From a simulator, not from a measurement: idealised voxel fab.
process module | voxel transistor to metal
cross-section cut | 260 nm wide | cells 5 nm
A cross-section is a grid of square cells, given in bands from the top down. A band is one or more rows of cells.
Each band's line starts with the height of the band's top and of its bottom, in nm. Then come its materials from left to right, each with its width in nm. One material with "throughout" fills the band from edge to edge. "air" is empty space.
Height 0 is the level under which the wafer as received is all one material. The lowest band goes on downwards, as in "0 down".
A width such as "30 to 40" changes by the same amount from each row of cells to the next, from the band's top row to its bottom row.
"no change" after a step means that no cell of the cross-section changed.
closed voids: empty space of 8 cells or more with no open way to the top, each as width x height at its distance from the left edge, in nm
after a step's settings: what the simulator itself notes on the step
overlay nm, on a step with a mask: how far to the right of its planned place the mask lay; to the left if negative
plan
1 op RECEIVE | material Si
2 op CONFORMAL_DEP | material SiO2 | thk nm 5
3 op CONFORMAL_DEP | material SiN | thk nm 15
4 op PATTERN | tone cover | mask id ACTIVE | material resist | width nm 90 | pitch nm 120 | thk nm 20 | overlay nm 0
5 op DIRECTIONAL_ETCH | etch materials SiN | depth nm 15
6 op DIRECTIONAL_ETCH | etch materials SiO2 | depth nm 5
7 op DIRECTIONAL_ETCH | etch materials Si | depth nm 30
8 op STRIP | etch materials resist
9 op FILL_DEP | material SiO2 | thk nm 5
10 op CMP | height nm 20
11 op SELECTIVE_ETCH | etch materials SiO2 | depth nm 15
12 op STRIP | etch materials SiN
13 op SELECTIVE_ETCH | etch materials SiO2 | depth nm 5
14 op OXIDIZE | depth nm 5
15 op DIRECTIONAL_DEP | material polySi | thk nm 25
16 op DIRECTIONAL_DEP | material SiCN | thk nm 10
17 op MASKED_ETCH | tone cover | mask id GATE | width nm 20 | pitch nm 120 | etch materials SiCN | depth nm 20 | overlay nm 0
18 op MASKED_ETCH | tone cover | mask id GATE | width nm 20 | pitch nm 120 | etch materials polySi | depth nm 35 | overlay nm 0
19 op CONFORMAL_DEP | material SiN | thk nm 5
20 op DIRECTIONAL_ETCH | etch materials SiN | depth nm 5
21 op DIRECTIONAL_ETCH | etch materials SiO2 | depth nm 5
22 op EPI | material SiGe | thk nm 5
23 op FILL_DEP | material SiO2 | thk nm 5
24 op CMP | height nm 35
25 op DIRECTIONAL_DEP | material SiO2 | thk nm 10
26 op DIRECTIONAL_DEP | material aC | thk nm 15
27 op PATTERN | tone open | mask id CONTACT | material resist | width nm 25 | thk nm 30 | overlay nm 0
28 op DIRECTIONAL_ETCH | etch materials aC | depth nm 15
29 op STRIP | etch materials resist
30 op DIRECTIONAL_ETCH | etch materials SiO2 | depth nm 45
31 op STRIP | etch materials aC
32 op CONFORMAL_DEP | material TiN | thk nm 5
33 op FILL_DEP | material W | thk nm 10
34 op CMP | height nm 45
35 op CONFORMAL_DEP | material SiN | thk nm 5
36 op DIRECTIONAL_DEP | material SiO2 | thk nm 25
37 op DIRECTIONAL_DEP | material aC | thk nm 15
38 op PATTERN | tone open | mask id METAL_1 | material resist | width nm 15 | thk nm 35 | overlay nm 0
39 op DIRECTIONAL_ETCH | etch materials aC | depth nm 15
40 op STRIP | etch materials resist
41 op DIRECTIONAL_ETCH | etch materials SiO2 | depth nm 25
42 op DIRECTIONAL_ETCH | etch materials SiN | depth nm 5
43 op STRIP | etch materials aC
44 op CONFORMAL_DEP | material TiN | thk nm 5
45 op FILL_DEP | material Cu | thk nm 5
46 op CMP | height nm 75
47 op EPI | material Ru | thk nm 5
48 op FILL_DEP | material SiCN | thk nm 5
49 op DIRECTIONAL_DEP | material lowk | thk nm 25
50 op PATTERN | tone open | mask id METAL_2 | material resist | width nm 15 | pitch nm 120 | thk nm 15 | overlay nm 0
51 op DIRECTIONAL_ETCH | etch materials lowk | depth nm 15
52 op STRIP | etch materials resist
53 op DIRECTIONAL_DEP | material aC | thk nm 10
54 op PATTERN | tone open | mask id METAL_2_HOLES | material resist | width nm 15 | pitch nm 120 | thk nm 30 | overlay nm 0
55 op DIRECTIONAL_ETCH | etch materials aC | depth nm 10
56 op STRIP | etch materials resist
57 op DIRECTIONAL_ETCH | etch materials lowk | depth nm 10
58 op DIRECTIONAL_ETCH | etch materials SiCN | depth nm 5
59 op STRIP | etch materials aC
60 op CONFORMAL_DEP | material TiN | thk nm 5
61 op FILL_DEP | material Cu | thk nm 5
62 op CMP | height nm 110
63 op CONFORMAL_DEP | material SiN | thk nm 5
first wafer, as planned
as received, after step 1
  0 down: Si throughout
  closed voids: none
after step 2
  5 to 0: SiO2 throughout
  below 0: unchanged
after step 3
  20 to 5: SiN throughout
  below 5: unchanged
after step 4
  40 to 20: air 25 | resist 90 | air 30 | resist 90 | air 25
  below 20: unchanged
after step 5
  40 to 20: air 25 | resist 90 | air 30 | resist 90 | air 25
  20 to 5: air 25 | SiN 90 | air 30 | SiN 90 | air 25
  below 5: unchanged
after step 6
  40 to 20: air 25 | resist 90 | air 30 | resist 90 | air 25
  20 to 5: air 25 | SiN 90 | air 30 | SiN 90 | air 25
  5 to 0: air 25 | SiO2 90 | air 30 | SiO2 90 | air 25
  below 0: unchanged
after step 7
  40 to 20: air 25 | resist 90 | air 30 | resist 90 | air 25
  20 to 5: air 25 | SiN 90 | air 30 | SiN 90 | air 25
  5 to 0: air 25 | SiO2 90 | air 30 | SiO2 90 | air 25
  0 to -30: air 25 | Si 90 | air 30 | Si 90 | air 25
  below -30: unchanged
after step 8
  20 to 5: air 25 | SiN 90 | air 30 | SiN 90 | air 25
  below 5: unchanged
after step 9
  25 to 20: SiO2 throughout
  20 to 5: SiO2 25 | SiN 90 | SiO2 30 | SiN 90 | SiO2 25
  5 to 0: SiO2 throughout
  0 to -30: SiO2 25 | Si 90 | SiO2 30 | Si 90 | SiO2 25
  below -30: unchanged
after step 10
  20 to 5: SiO2 25 | SiN 90 | SiO2 30 | SiN 90 | SiO2 25
  below 5: unchanged
after step 11
  20 to 5: air 25 | SiN 90 | air 30 | SiN 90 | air 25
  below 5: unchanged
after step 12
  5 to 0: SiO2 throughout
  below 0: unchanged
after step 13
  0 to -30: SiO2 25 | Si 90 | SiO2 30 | Si 90 | SiO2 25
  below -30: unchanged
after step 14
  0 to -5: SiO2 throughout
  below -5: unchanged
after step 15
  25 to 0: polySi throughout
  below 0: unchanged
after step 16
  35 to 25: SiCN throughout
  below 25: unchanged
after step 17
  35 to 25: air 60 | SiCN 20 | air 100 | SiCN 20 | air 60
  below 25: unchanged
after step 18
  35 to 25: air 60 | SiCN 20 | air 100 | SiCN 20 | air 60
  25 to 0: air 60 | polySi 20 | air 100 | polySi 20 | air 60
  below 0: unchanged
after step 19
  40 to 35: air 55 | SiN 30 | air 90 | SiN 30 | air 55
  35 to 25: air 55 | SiN 5 | SiCN 20 | SiN 5 | air 90 | SiN 5 | SiCN 20 | SiN 5 | air 55
  25 to 5: air 55 | SiN 5 | polySi 20 | SiN 5 | air 90 | SiN 5 | polySi 20 | SiN 5 | air 55
  5 to 0: SiN 60 | polySi 20 | SiN 100 | polySi 20 | SiN 60
  below 0: unchanged
after step 20
  35 to 25: air 55 | SiN 5 | SiCN 20 | SiN 5 | air 90 | SiN 5 | SiCN 20 | SiN 5 | air 55
  25 to 0: air 55 | SiN 5 | polySi 20 | SiN 5 | air 90 | SiN 5 | polySi 20 | SiN 5 | air 55
  below 0: unchanged
after step 21
  35 to 25: air 55 | SiN 5 | SiCN 20 | SiN 5 | air 90 | SiN 5 | SiCN 20 | SiN 5 | air 55
  25 to 0: air 55 | SiN 5 | polySi 20 | SiN 5 | air 90 | SiN 5 | polySi 20 | SiN 5 | air 55
  0 to -5: air 55 | SiO2 30 | air 90 | SiO2 30 | air 55
  below -5: unchanged
after step 22
  35 to 25: air 55 | SiN 5 | SiCN 20 | SiN 5 | air 90 | SiN 5 | SiCN 20 | SiN 5 | air 55
  25 to 0: air 55 | SiN 5 | polySi 20 | SiN 5 | air 90 | SiN 5 | polySi 20 | SiN 5 | air 55
  0 to -5: air 20 | SiGe 35 | SiO2 30 | SiGe 35 | air 20 | SiGe 35 | SiO2 30 | SiGe 35 | air 20
  below -5: unchanged
after step 23
  40 to 35: SiO2 throughout
  35 to 25: SiO2 55 | SiN 5 | SiCN 20 | SiN 5 | SiO2 90 | SiN 5 | SiCN 20 | SiN 5 | SiO2 55
  25 to 0: SiO2 55 | SiN 5 | polySi 20 | SiN 5 | SiO2 90 | SiN 5 | polySi 20 | SiN 5 | SiO2 55
  0 to -5: SiO2 20 | SiGe 35 | SiO2 30 | SiGe 35 | SiO2 20 | SiGe 35 | SiO2 30 | SiGe 35 | SiO2 20
  below -5: unchanged
after step 24
  35 to 25: SiO2 55 | SiN 5 | SiCN 20 | SiN 5 | SiO2 90 | SiN 5 | SiCN 20 | SiN 5 | SiO2 55
  below 25: unchanged
after step 25
  45 to 35: SiO2 throughout
  below 35: unchanged
after step 26
  60 to 45: aC throughout
  below 45: unchanged
after step 27
  90 to 60: resist 30 | air 25 | resist 30 | air 25 | resist 40 | air 25 | resist 30 | air 25 | resist 30
  below 60: unchanged
after step 28
  75 to 60: resist 30 | air 25 | resist 30 | air 25 | resist 40 | air 25 | resist 30 | air 25 | resist 30
  60 to 45: aC 30 | air 25 | aC 30 | air 25 | aC 40 | air 25 | aC 30 | air 25 | aC 30
  below 45: unchanged
after step 29
  60 to 45: aC 30 | air 25 | aC 30 | air 25 | aC 40 | air 25 | aC 30 | air 25 | aC 30
  below 45: unchanged
after step 30
  60 to 45: aC 30 | air 25 | aC 30 | air 25 | aC 40 | air 25 | aC 30 | air 25 | aC 30
  45 to 35: SiO2 30 | air 25 | SiO2 30 | air 25 | SiO2 40 | air 25 | SiO2 30 | air 25 | SiO2 30
  35 to 25: SiO2 30 | air 25 | SiN 5 | SiCN 20 | SiN 5 | air 25 | SiO2 40 | air 25 | SiN 5 | SiCN 20 | SiN 5 | air 25 | SiO2 30
  25 to 0: SiO2 30 | air 25 | SiN 5 | polySi 20 | SiN 5 | air 25 | SiO2 40 | air 25 | SiN 5 | polySi 20 | SiN 5 | air 25 | SiO2 30
  below 0: unchanged
after step 31
  45 to 35: SiO2 30 | air 25 | SiO2 30 | air 25 | SiO2 40 | air 25 | SiO2 30 | air 25 | SiO2 30
  below 35: unchanged
after step 32
  50 to 45: TiN 35 | air 15 | TiN 40 | air 15 | TiN 50 | air 15 | TiN 40 | air 15 | TiN 35
  45 to 35: SiO2 30 | TiN 5 | air 15 | TiN 5 | SiO2 30 | TiN 5 | air 15 | TiN 5 | SiO2 40 | TiN 5 | air 15 | TiN 5 | SiO2 30 | TiN 5 | air 15 | TiN 5 | SiO2 30
  35 to 25: SiO2 30 | TiN 5 | air 15 | TiN 5 | SiN 5 | SiCN 20 | SiN 5 | TiN 5 | air 15 | TiN 5 | SiO2 40 | TiN 5 | air 15 | TiN 5 | SiN 5 | SiCN 20 | SiN 5 | TiN 5 | air 15 | TiN 5 | SiO2 30
  25 to 5: SiO2 30 | TiN 5 | air 15 | TiN 5 | SiN 5 | polySi 20 | SiN 5 | TiN 5 | air 15 | TiN 5 | SiO2 40 | TiN 5 | air 15 | TiN 5 | SiN 5 | polySi 20 | SiN 5 | TiN 5 | air 15 | TiN 5 | SiO2 30
  5 to 0: SiO2 30 | TiN 25 | SiN 5 | polySi 20 | SiN 5 | TiN 25 | SiO2 40 | TiN 25 | SiN 5 | polySi 20 | SiN 5 | TiN 25 | SiO2 30
  below 0: unchanged
after step 33
  60 to 50: W throughout
  50 to 45: TiN 35 | W 15 | TiN 40 | W 15 | TiN 50 | W 15 | TiN 40 | W 15 | TiN 35
  45 to 35: SiO2 30 | TiN 5 | W 15 | TiN 5 | SiO2 30 | TiN 5 | W 15 | TiN 5 | SiO2 40 | TiN 5 | W 15 | TiN 5 | SiO2 30 | TiN 5 | W 15 | TiN 5 | SiO2 30
  35 to 25: SiO2 30 | TiN 5 | W 15 | TiN 5 | SiN 5 | SiCN 20 | SiN 5 | TiN 5 | W 15 | TiN 5 | SiO2 40 | TiN 5 | W 15 | TiN 5 | SiN 5 | SiCN 20 | SiN 5 | TiN 5 | W 15 | TiN 5 | SiO2 30
  25 to 5: SiO2 30 | TiN 5 | W 15 | TiN 5 | SiN 5 | polySi 20 | SiN 5 | TiN 5 | W 15 | TiN 5 | SiO2 40 | TiN 5 | W 15 | TiN 5 | SiN 5 | polySi 20 | SiN 5 | TiN 5 | W 15 | TiN 5 | SiO2 30
  below 5: unchanged
after step 34
  45 to 35: SiO2 30 | TiN 5 | W 15 | TiN 5 | SiO2 30 | TiN 5 | W 15 | TiN 5 | SiO2 40 | TiN 5 | W 15 | TiN 5 | SiO2 30 | TiN 5 | W 15 | TiN 5 | SiO2 30
  below 35: unchanged
after step 35
  50 to 45: SiN throughout
  below 45: unchanged
after step 36
  75 to 50: SiO2 throughout
  below 50: unchanged
after step 37
  90 to 75: aC throughout
  below 75: unchanged
after step 38
  125 to 90: resist 30 | air 15 | resist 50 | air 15 | resist 40 | air 15 | resist 50 | air 15 | resist 30
  below 90: unchanged
after step 39
  110 to 90: resist 30 | air 15 | resist 50 | air 15 | resist 40 | air 15 | resist 50 | air 15 | resist 30
  90 to 75: aC 30 | air 15 | aC 50 | air 15 | aC 40 | air 15 | aC 50 | air 15 | aC 30
  below 75: unchanged
after step 40
  90 to 75: aC 30 | air 15 | aC 50 | air 15 | aC 40 | air 15 | aC 50 | air 15 | aC 30
  below 75: unchanged
after step 41
  90 to 75: aC 30 | air 15 | aC 50 | air 15 | aC 40 | air 15 | aC 50 | air 15 | aC 30
  75 to 50: SiO2 30 | air 15 | SiO2 50 | air 15 | SiO2 40 | air 15 | SiO2 50 | air 15 | SiO2 30
  below 50: unchanged
after step 42
  90 to 75: aC 30 | air 15 | aC 50 | air 15 | aC 40 | air 15 | aC 50 | air 15 | aC 30
  75 to 50: SiO2 30 | air 15 | SiO2 50 | air 15 | SiO2 40 | air 15 | SiO2 50 | air 15 | SiO2 30
  50 to 45: SiN 30 | air 15 | SiN 50 | air 15 | SiN 40 | air 15 | SiN 50 | air 15 | SiN 30
  below 45: unchanged
after step 43
  75 to 50: SiO2 30 | air 15 | SiO2 50 | air 15 | SiO2 40 | air 15 | SiO2 50 | air 15 | SiO2 30
  below 50: unchanged
after step 44
  80 to 75: TiN 35 | air 5 | TiN 60 | air 5 | TiN 50 | air 5 | TiN 60 | air 5 | TiN 35
  75 to 50: SiO2 30 | TiN 5 | air 5 | TiN 5 | SiO2 50 | TiN 5 | air 5 | TiN 5 | SiO2 40 | TiN 5 | air 5 | TiN 5 | SiO2 50 | TiN 5 | air 5 | TiN 5 | SiO2 30
  50 to 45: SiN 30 | TiN 15 | SiN 50 | TiN 15 | SiN 40 | TiN 15 | SiN 50 | TiN 15 | SiN 30
  below 45: unchanged
after step 45
  85 to 80: Cu throughout
  80 to 75: TiN 35 | Cu 5 | TiN 60 | Cu 5 | TiN 50 | Cu 5 | TiN 60 | Cu 5 | TiN 35
  75 to 50: SiO2 30 | TiN 5 | Cu 5 | TiN 5 | SiO2 50 | TiN 5 | Cu 5 | TiN 5 | SiO2 40 | TiN 5 | Cu 5 | TiN 5 | SiO2 50 | TiN 5 | Cu 5 | TiN 5 | SiO2 30
  below 50: unchanged
after step 46
  75 to 50: SiO2 30 | TiN 5 | Cu 5 | TiN 5 | SiO2 50 | TiN 5 | Cu 5 | TiN 5 | SiO2 40 | TiN 5 | Cu 5 | TiN 5 | SiO2 50 | TiN 5 | Cu 5 | TiN 5 | SiO2 30
  below 50: unchanged
after step 47
  80 to 75: air 25 | Ru 25 | air 40 | Ru 25 | air 30 | Ru 25 | air 40 | Ru 25 | air 25
  below 75: unchanged
after step 48
  85 to 80: SiCN throughout
  80 to 75: SiCN 25 | Ru 25 | SiCN 40 | Ru 25 | SiCN 30 | Ru 25 | SiCN 40 | Ru 25 | SiCN 25
  below 75: unchanged
after step 49
  110 to 85: lowk throughout
  below 85: unchanged
after step 50
  125 to 110: resist 30 | air 15 | resist 105 | air 15 | resist 95
  below 110: unchanged
after step 51
  125 to 110: resist 30 | air 15 | resist 105 | air 15 | resist 95
  110 to 95: lowk 30 | air 15 | lowk 105 | air 15 | lowk 95
  below 95: unchanged
after step 52
  110 to 95: lowk 30 | air 15 | lowk 105 | air 15 | lowk 95
  below 95: unchanged
after step 53
  120 to 110: aC 30 | air 15 | aC 105 | air 15 | aC 95
  110 to 105: lowk 30 | air 15 | lowk 105 | air 15 | lowk 95
  105 to 95: lowk 30 | aC 15 | lowk 105 | aC 15 | lowk 95
  below 95: unchanged
after step 54
  150 to 120: resist 30 | air 15 | resist 105 | air 15 | resist 95
  below 120: unchanged
after step 55
  140 to 120: resist 30 | air 15 | resist 105 | air 15 | resist 95
  120 to 110: aC 30 | air 15 | aC 105 | air 15 | aC 95
  110 to 95: lowk 30 | air 15 | lowk 105 | air 15 | lowk 95
  below 95: unchanged
after step 56
  120 to 110: aC 30 | air 15 | aC 105 | air 15 | aC 95
  below 110: unchanged
after step 57
  120 to 110: aC 30 | air 15 | aC 105 | air 15 | aC 95
  110 to 85: lowk 30 | air 15 | lowk 105 | air 15 | lowk 95
  below 85: unchanged
after step 58
  120 to 110: aC 30 | air 15 | aC 105 | air 15 | aC 95
  110 to 85: lowk 30 | air 15 | lowk 105 | air 15 | lowk 95
  85 to 80: SiCN 30 | air 15 | SiCN 105 | air 15 | SiCN 95
  below 80: unchanged
after step 59
  110 to 85: lowk 30 | air 15 | lowk 105 | air 15 | lowk 95
  below 85: unchanged
after step 60
  115 to 110: TiN 35 | air 5 | TiN 115 | air 5 | TiN 100
  110 to 85: lowk 30 | TiN 5 | air 5 | TiN 5 | lowk 105 | TiN 5 | air 5 | TiN 5 | lowk 95
  85 to 80: SiCN 30 | TiN 15 | SiCN 105 | TiN 15 | SiCN 95
  below 80: unchanged
after step 61
  120 to 115: Cu throughout
  115 to 110: TiN 35 | Cu 5 | TiN 115 | Cu 5 | TiN 100
  110 to 85: lowk 30 | TiN 5 | Cu 5 | TiN 5 | lowk 105 | TiN 5 | Cu 5 | TiN 5 | lowk 95
  below 85: unchanged
after step 62
  110 to 85: lowk 30 | TiN 5 | Cu 5 | TiN 5 | lowk 105 | TiN 5 | Cu 5 | TiN 5 | lowk 95
  below 85: unchanged
after step 63
  115 to 110: SiN throughout
  below 110: unchanged
second wafer: like start, like plan, one mistake. Through step 26 it matches the first wafer
when step 27 should have ended
  90 to 60: air 30 | resist 25 | air 30 | resist 25 | air 40 | resist 25 | air 30 | resist 25 | air 30
  below 60: unchanged
when step 28 should have ended
  75 to 60: air 30 | resist 25 | air 30 | resist 25 | air 40 | resist 25 | air 30 | resist 25 | air 30
  60 to 45: air 30 | aC 25 | air 30 | aC 25 | air 40 | aC 25 | air 30 | aC 25 | air 30
  below 45: unchanged
when step 29 should have ended
  60 to 45: air 30 | aC 25 | air 30 | aC 25 | air 40 | aC 25 | air 30 | aC 25 | air 30
  below 45: unchanged
when step 30 should have ended
  60 to 45: air 30 | aC 25 | air 30 | aC 25 | air 40 | aC 25 | air 30 | aC 25 | air 30
  45 to 35: air 30 | SiO2 25 | air 30 | SiO2 25 | air 40 | SiO2 25 | air 30 | SiO2 25 | air 30
  35 to 25: air 30 | SiO2 25 | SiN 5 | SiCN 20 | SiN 5 | SiO2 25 | air 40 | SiO2 25 | SiN 5 | SiCN 20 | SiN 5 | SiO2 25 | air 30
  25 to 0: air 30 | SiO2 25 | SiN 5 | polySi 20 | SiN 5 | SiO2 25 | air 40 | SiO2 25 | SiN 5 | polySi 20 | SiN 5 | SiO2 25 | air 30
  below 0: unchanged
when step 31 should have ended
  45 to 35: air 30 | SiO2 25 | air 30 | SiO2 25 | air 40 | SiO2 25 | air 30 | SiO2 25 | air 30
  below 35: unchanged
when step 32 should have ended
  50 to 45: air 25 | TiN 35 | air 20 | TiN 35 | air 30 | TiN 35 | air 20 | TiN 35 | air 25
  45 to 40: air 25 | TiN 5 | SiO2 25 | TiN 5 | air 20 | TiN 5 | SiO2 25 | TiN 5 | air 30 | TiN 5 | SiO2 25 | TiN 5 | air 20 | TiN 5 | SiO2 25 | TiN 5 | air 25
  40 to 35: air 25 | TiN 5 | SiO2 25 | TiN 30 | SiO2 25 | TiN 5 | air 30 | TiN 5 | SiO2 25 | TiN 30 | SiO2 25 | TiN 5 | air 25
  35 to 25: air 25 | TiN 5 | SiO2 25 | SiN 5 | SiCN 20 | SiN 5 | SiO2 25 | TiN 5 | air 30 | TiN 5 | SiO2 25 | SiN 5 | SiCN 20 | SiN 5 | SiO2 25 | TiN 5 | air 25
  25 to 5: air 25 | TiN 5 | SiO2 25 | SiN 5 | polySi 20 | SiN 5 | SiO2 25 | TiN 5 | air 30 | TiN 5 | SiO2 25 | SiN 5 | polySi 20 | SiN 5 | SiO2 25 | TiN 5 | air 25
  5 to 0: TiN 30 | SiO2 25 | SiN 5 | polySi 20 | SiN 5 | SiO2 25 | TiN 40 | SiO2 25 | SiN 5 | polySi 20 | SiN 5 | SiO2 25 | TiN 30
  below 0: unchanged
when step 33 should have ended
  60 to 50: W throughout
  50 to 45: W 25 | TiN 35 | W 20 | TiN 35 | W 30 | TiN 35 | W 20 | TiN 35 | W 25
  45 to 40: W 25 | TiN 5 | SiO2 25 | TiN 5 | W 20 | TiN 5 | SiO2 25 | TiN 5 | W 30 | TiN 5 | SiO2 25 | TiN 5 | W 20 | TiN 5 | SiO2 25 | TiN 5 | W 25
  40 to 35: W 25 | TiN 5 | SiO2 25 | TiN 30 | SiO2 25 | TiN 5 | W 30 | TiN 5 | SiO2 25 | TiN 30 | SiO2 25 | TiN 5 | W 25
  35 to 25: W 25 | TiN 5 | SiO2 25 | SiN 5 | SiCN 20 | SiN 5 | SiO2 25 | TiN 5 | W 30 | TiN 5 | SiO2 25 | SiN 5 | SiCN 20 | SiN 5 | SiO2 25 | TiN 5 | W 25
  25 to 5: W 25 | TiN 5 | SiO2 25 | SiN 5 | polySi 20 | SiN 5 | SiO2 25 | TiN 5 | W 30 | TiN 5 | SiO2 25 | SiN 5 | polySi 20 | SiN 5 | SiO2 25 | TiN 5 | W 25
  below 5: unchanged
when step 34 should have ended
  45 to 40: W 25 | TiN 5 | SiO2 25 | TiN 5 | W 20 | TiN 5 | SiO2 25 | TiN 5 | W 30 | TiN 5 | SiO2 25 | TiN 5 | W 20 | TiN 5 | SiO2 25 | TiN 5 | W 25
  below 40: unchanged
when step 35 should have ended
  50 to 45: SiN throughout
  below 45: unchanged
when step 36 should have ended
  75 to 50: SiO2 throughout
  below 50: unchanged
when step 37 should have ended
  90 to 75: aC throughout
  below 75: unchanged
when step 38 should have ended
  125 to 90: resist 30 | air 15 | resist 50 | air 15 | resist 40 | air 15 | resist 50 | air 15 | resist 30
  below 90: unchanged
when step 39 should have ended
  110 to 90: resist 30 | air 15 | resist 50 | air 15 | resist 40 | air 15 | resist 50 | air 15 | resist 30
  90 to 75: aC 30 | air 15 | aC 50 | air 15 | aC 40 | air 15 | aC 50 | air 15 | aC 30
  below 75: unchanged
when step 40 should have ended
  90 to 75: aC 30 | air 15 | aC 50 | air 15 | aC 40 | air 15 | aC 50 | air 15 | aC 30
  below 75: unchanged
when step 41 should have ended
  90 to 75: aC 30 | air 15 | aC 50 | air 15 | aC 40 | air 15 | aC 50 | air 15 | aC 30
  75 to 50: SiO2 30 | air 15 | SiO2 50 | air 15 | SiO2 40 | air 15 | SiO2 50 | air 15 | SiO2 30
  below 50: unchanged
when step 42 should have ended
  90 to 75: aC 30 | air 15 | aC 50 | air 15 | aC 40 | air 15 | aC 50 | air 15 | aC 30
  75 to 50: SiO2 30 | air 15 | SiO2 50 | air 15 | SiO2 40 | air 15 | SiO2 50 | air 15 | SiO2 30
  50 to 45: SiN 30 | air 15 | SiN 50 | air 15 | SiN 40 | air 15 | SiN 50 | air 15 | SiN 30
  below 45: unchanged
when step 43 should have ended
  75 to 50: SiO2 30 | air 15 | SiO2 50 | air 15 | SiO2 40 | air 15 | SiO2 50 | air 15 | SiO2 30
  below 50: unchanged
when step 44 should have ended
  80 to 75: TiN 35 | air 5 | TiN 60 | air 5 | TiN 50 | air 5 | TiN 60 | air 5 | TiN 35
  75 to 50: SiO2 30 | TiN 5 | air 5 | TiN 5 | SiO2 50 | TiN 5 | air 5 | TiN 5 | SiO2 40 | TiN 5 | air 5 | TiN 5 | SiO2 50 | TiN 5 | air 5 | TiN 5 | SiO2 30
  50 to 45: SiN 30 | TiN 15 | SiN 50 | TiN 15 | SiN 40 | TiN 15 | SiN 50 | TiN 15 | SiN 30
  below 45: unchanged
when step 45 should have ended
  85 to 80: Cu throughout
  80 to 75: TiN 35 | Cu 5 | TiN 60 | Cu 5 | TiN 50 | Cu 5 | TiN 60 | Cu 5 | TiN 35
  75 to 50: SiO2 30 | TiN 5 | Cu 5 | TiN 5 | SiO2 50 | TiN 5 | Cu 5 | TiN 5 | SiO2 40 | TiN 5 | Cu 5 | TiN 5 | SiO2 50 | TiN 5 | Cu 5 | TiN 5 | SiO2 30
  below 50: unchanged
when step 46 should have ended
  75 to 50: SiO2 30 | TiN 5 | Cu 5 | TiN 5 | SiO2 50 | TiN 5 | Cu 5 | TiN 5 | SiO2 40 | TiN 5 | Cu 5 | TiN 5 | SiO2 50 | TiN 5 | Cu 5 | TiN 5 | SiO2 30
  below 50: unchanged
when step 47 should have ended
  80 to 75: air 25 | Ru 25 | air 40 | Ru 25 | air 30 | Ru 25 | air 40 | Ru 25 | air 25
  below 75: unchanged
when step 48 should have ended
  85 to 80: SiCN throughout
  80 to 75: SiCN 25 | Ru 25 | SiCN 40 | Ru 25 | SiCN 30 | Ru 25 | SiCN 40 | Ru 25 | SiCN 25
  below 75: unchanged
when step 49 should have ended
  110 to 85: lowk throughout
  below 85: unchanged
when step 50 should have ended
  125 to 110: resist 30 | air 15 | resist 105 | air 15 | resist 95
  below 110: unchanged
when step 51 should have ended
  125 to 110: resist 30 | air 15 | resist 105 | air 15 | resist 95
  110 to 95: lowk 30 | air 15 | lowk 105 | air 15 | lowk 95
  below 95: unchanged
when step 52 should have ended
  110 to 95: lowk 30 | air 15 | lowk 105 | air 15 | lowk 95
  below 95: unchanged
when step 53 should have ended
  120 to 110: aC 30 | air 15 | aC 105 | air 15 | aC 95
  110 to 105: lowk 30 | air 15 | lowk 105 | air 15 | lowk 95
  105 to 95: lowk 30 | aC 15 | lowk 105 | aC 15 | lowk 95
  below 95: unchanged
when step 54 should have ended
  150 to 120: resist 30 | air 15 | resist 105 | air 15 | resist 95
  below 120: unchanged
when step 55 should have ended
  140 to 120: resist 30 | air 15 | resist 105 | air 15 | resist 95
  120 to 110: aC 30 | air 15 | aC 105 | air 15 | aC 95
  110 to 95: lowk 30 | air 15 | lowk 105 | air 15 | lowk 95
  below 95: unchanged
when step 56 should have ended
  120 to 110: aC 30 | air 15 | aC 105 | air 15 | aC 95
  below 110: unchanged
when step 57 should have ended
  120 to 110: aC 30 | air 15 | aC 105 | air 15 | aC 95
  110 to 85: lowk 30 | air 15 | lowk 105 | air 15 | lowk 95
  below 85: unchanged
when step 58 should have ended
  120 to 110: aC 30 | air 15 | aC 105 | air 15 | aC 95
  110 to 85: lowk 30 | air 15 | lowk 105 | air 15 | lowk 95
  85 to 80: SiCN 30 | air 15 | SiCN 105 | air 15 | SiCN 95
  below 80: unchanged
when step 59 should have ended
  110 to 85: lowk 30 | air 15 | lowk 105 | air 15 | lowk 95
  below 85: unchanged
when step 60 should have ended
  115 to 110: TiN 35 | air 5 | TiN 115 | air 5 | TiN 100
  110 to 85: lowk 30 | TiN 5 | air 5 | TiN 5 | lowk 105 | TiN 5 | air 5 | TiN 5 | lowk 95
  85 to 80: SiCN 30 | TiN 15 | SiCN 105 | TiN 15 | SiCN 95
  below 80: unchanged
when step 61 should have ended
  120 to 115: Cu throughout
  115 to 110: TiN 35 | Cu 5 | TiN 115 | Cu 5 | TiN 100
  110 to 85: lowk 30 | TiN 5 | Cu 5 | TiN 5 | lowk 105 | TiN 5 | Cu 5 | TiN 5 | lowk 95
  below 85: unchanged
when step 62 should have ended
  110 to 85: lowk 30 | TiN 5 | Cu 5 | TiN 5 | lowk 105 | TiN 5 | Cu 5 | TiN 5 | lowk 95
  below 85: unchanged
when step 63 should have ended
  115 to 110: SiN throughout
  below 110: unchanged
what went wrong: step 27 ran as: op PATTERN | tone cover | mask id CONTACT | material resist | width nm 25 | thk nm 30 | overlay nm 0
at the end the second wafer has, in cells: 24 fewer of SiO2 | 16 fewer of TiN | 40 more of W
